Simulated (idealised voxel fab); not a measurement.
This section sets out a process module, namely voxel air gaps.
Section shown: cut. Width: 215 nm. Cell size: 5 nm, square.
Just so we're on the same page, the cross-sections are grids of square cells, and they're listed out in bands top to bottom, each band one or more rows deep. Top, bottom (nm), then materials left to right with widths (nm); lone material tagged "full width" fills the whole band edge to edge; "blank" = empty space. For the purposes of this specification, 0 denotes the height below which the wafer in its as-received condition is composed wholly of one material, and the lowermost band, lacking a lower limit, extends downward without end, as expressed in "from 0 down". Think of "30 to 40" as a width that walks from the first number to the second as you go down the band, top row to bottom row, taking equal-sized steps from row to row. Where a step carries "changes: none", the cross-section came out of it unchanged, cell for cell. For the entry "Closed-off voids", the listed items are empty spaces with no open way to the top whose size is 8 cells or more; each item follows the pattern width x height at distance, where distance is from the left edge and all three are in nm. Post-settings text on a step line: simulator's own remark regarding the step. The setting "overlay nm" may be written on the line of a step. When the step uses a mask, the value reports how far to the right of the planned place the mask lay, and a negative value reports that it lay to the left.
Planned step list for the process:
step 1: RECEIVE | material Si
step 2: CONFORMAL_DEP | material SiO2 | thk nm 15
step 3: CONFORMAL_DEP | material SiN | thk nm 5
step 4: DIRECTIONAL_DEP | material SiO2 | thk nm 40
step 5: MASKED_ETCH | tone open | mask id LINES | width nm 15 | pitch nm 55 | etch materials SiO2 | depth nm 40 | overlay nm 0
step 6: CONFORMAL_DEP | material TiN | thk nm 5
step 7: FILL_DEP | material Cu | thk nm 5
step 8: CMP | height nm 60
step 9: EPI | material Ru | thk nm 10
step 10: SELECTIVE_ETCH | etch materials SiO2 | depth nm 50
step 11: CONFORMAL_DEP | material SiCN | thk nm 5
The plan's step 5 width nm is the first wafer's value; the wafers differ in this setting and start identical.
Received condition of the first of several wafers, sectioned: post-step 1:
  from 0 down = Si full width
  Closed-off voids: none
Quick look at the cross-section of the first of several wafers after step 11, which wraps up the module:
  from 75 to 70 = 30 blank / 45 SiCN / 10 blank / 45 SiCN / 10 blank / 45 SiCN / 30 blank
  from 70 to 60 = 30 blank / 5 SiCN / 35 Ru / 5 SiCN / 10 blank / 5 SiCN / 35 Ru / 5 SiCN / 10 blank / 5 SiCN / 35 Ru / 5 SiCN / 30 blank
  from 60 to 55 = 30 blank / 15 SiCN / 5 TiN / 5 Cu / 5 TiN / 15 SiCN / 10 blank / 15 SiCN / 5 TiN / 5 Cu / 5 TiN / 15 SiCN / 10 blank / 15 SiCN / 5 TiN / 5 Cu / 5 TiN / 15 SiCN / 30 blank
  from 55 to 25 = 40 blank / 5 SiCN / 5 TiN / 5 Cu / 5 TiN / 5 SiCN / 30 blank / 5 SiCN / 5 TiN / 5 Cu / 5 TiN / 5 SiCN / 30 blank / 5 SiCN / 5 TiN / 5 Cu / 5 TiN / 5 SiCN / 40 blank
  from 25 to 20 = 45 SiCN / 15 TiN / 40 SiCN / 15 TiN / 40 SiCN / 15 TiN / 45 SiCN
  from 20 to 15 = SiN full width
  from 15 to 0 = SiO2 full width
  from 0 down = Si full width
  Closed-off voids: none
Cross-sectional view, end of module, last wafer of several:
  from 75 to 70 = 20 blank / 180 SiCN / 15 blank
  from 70 to 60 = 20 blank / 5 SiCN / 170 Ru / 5 SiCN / 15 blank
  from 60 to 55 = 20 blank / 15 SiCN / 5 TiN / 30 Cu / 5 TiN / 15 SiO2 / 5 TiN / 30 Cu / 5 TiN / 15 SiO2 / 5 TiN / 30 Cu / 5 TiN / 15 SiCN / 15 blank
  from 55 to 25 = 30 blank / 5 SiCN / 5 TiN / 30 Cu / 5 TiN / 15 SiO2 / 5 TiN / 30 Cu / 5 TiN / 15 SiO2 / 5 TiN / 30 Cu / 5 TiN / 5 SiCN / 25 blank
  from 25 to 20 = 35 SiCN / 40 TiN / 15 SiO2 / 40 TiN / 15 SiO2 / 40 TiN / 30 SiCN
  from 20 to 15 = SiN full width
  from 15 to 0 = SiO2 full width
  from 0 down = Si full width
  Closed-off voids: none
Rows = wafers. At module end, each row lists per material the cells gained (+) or lost (-) since the wafer was received, then the closed voids:
width nm 15 | +21 Cu | +42 Ru | +127 SiCN | +43 SiN | +129 SiO2 | +51 TiN | Closed-off voids: none
width nm 20 | +42 Cu | +48 Ru | +127 SiCN | +43 SiN | +129 SiO2 | +54 TiN | Closed-off voids: none
width nm 25 | +63 Cu | +54 Ru | +127 SiCN | +43 SiN | +129 SiO2 | +57 TiN | Closed-off voids: 20 x 30 at 70; 20 x 30 at 125
width nm 30 | +84 Cu | +60 Ru | +119 SiCN | +43 SiN | +129 SiO2 | +60 TiN | Closed-off voids: 15 x 30 at 75; 15 x 30 at 130
width nm 35 | +105 Cu | +66 Ru | +71 SiCN | +43 SiN | +193 SiO2 | +63 TiN | Closed-off voids: none
width nm 40 | +126 Cu | +68 Ru | +71 SiCN | +43 SiN | +177 SiO2 | +66 TiN | Closed-off voids: none
